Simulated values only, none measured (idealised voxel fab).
A process module follows: voxel released beams.
Each square cell in cross-section cut measures 5 nm, and the section as a whole is 270 nm wide.
A cross-section is a grid of square cells, given in bands from the top down. A band is one or more rows of cells.
Top height, bottom height, nm. Materials left to right, width each, nm. Single material + "full width" = fills band edge to edge. "empty" = empty.
We count height from 0. Below that, the starting wafer is all one material. The lowest band never ends at the bottom but goes on down; see "0 down" for how that is written.
It should be noted that a width expressed as "30 to 40" varies in equal increments from row to row of cells within the band, taking the value of the first number at the top row and that of the second number at the bottom row.
You'll sometimes find "no modifications" written for a step, and that's the way of saying that nowhere in the cross-section did a cell change during that step.
This entry, "Trapped cavities", enumerates those empty regions of no fewer than 8 cells that possess no open connection to the top. Each region is reported in the form width x height at distance, the distance being taken from the left edge, with all three quantities expressed in nm.
Heads up: the bit after the settings on a step's line is the simulator's remark on that step.
The line of a step may include "overlay nm". On a step with a mask, this value is how far to the right of its planned place the mask lay. A negative value means the mask lay to the left.
STEPS IN THE PROCESS PLAN
1) RECEIVE: material Si
2) CONFORMAL_DEP: material SiN, thk nm 5
3) DIRECTIONAL_DEP: material SiO2, thk nm 10
4) MASKED_ETCH: tone open, mask id ANCHOR, width nm 35, etch materials SiO2, depth nm 10, overlay nm 0
5) CONFORMAL_DEP: material polySi, thk nm 10
6) DIRECTIONAL_DEP: material aC, thk nm 15
7) PATTERN: tone cover, mask id BEAM, material resist, width nm 90, thk nm 30, overlay nm 0
8) DIRECTIONAL_ETCH: etch materials aC, depth nm 15
9) STRIP: etch materials resist
10) DIRECTIONAL_ETCH: etch materials polySi, depth nm 10
11) STRIP: etch materials aC
12) STRIP: etch materials SiO2
The plan's step 7 width nm is the first wafer's value; the wafers differ in this setting and start identical.
CROSS-SECTION OF THE FIRST INCOMING WAFER OF SEVERAL, STATE AFTER STEP 1
- 0 down: Si full width
- Trapped cavities: none
PER-WAFER ROWS BELOW. FOR EACH MATERIAL: CELLS GAINED (+) OR LOST (-) SINCE THE WAFER WAS RECEIVED, AS OF END OF MODULE. THEN: CLOSED VOIDS
width nm 90 | +54 SiN | +44 polySi | Trapped cavities: none
width nm 95 | +54 SiN | +46 polySi | Trapped cavities: none
width nm 100 | +54 SiN | +48 polySi | Trapped cavities: none
width nm 105 | +54 SiN | +50 polySi | Trapped cavities: none
width nm 110 | +54 SiN | +52 polySi | Trapped cavities: none
width nm 115 | +54 SiN | +54 polySi | Trapped cavities: none
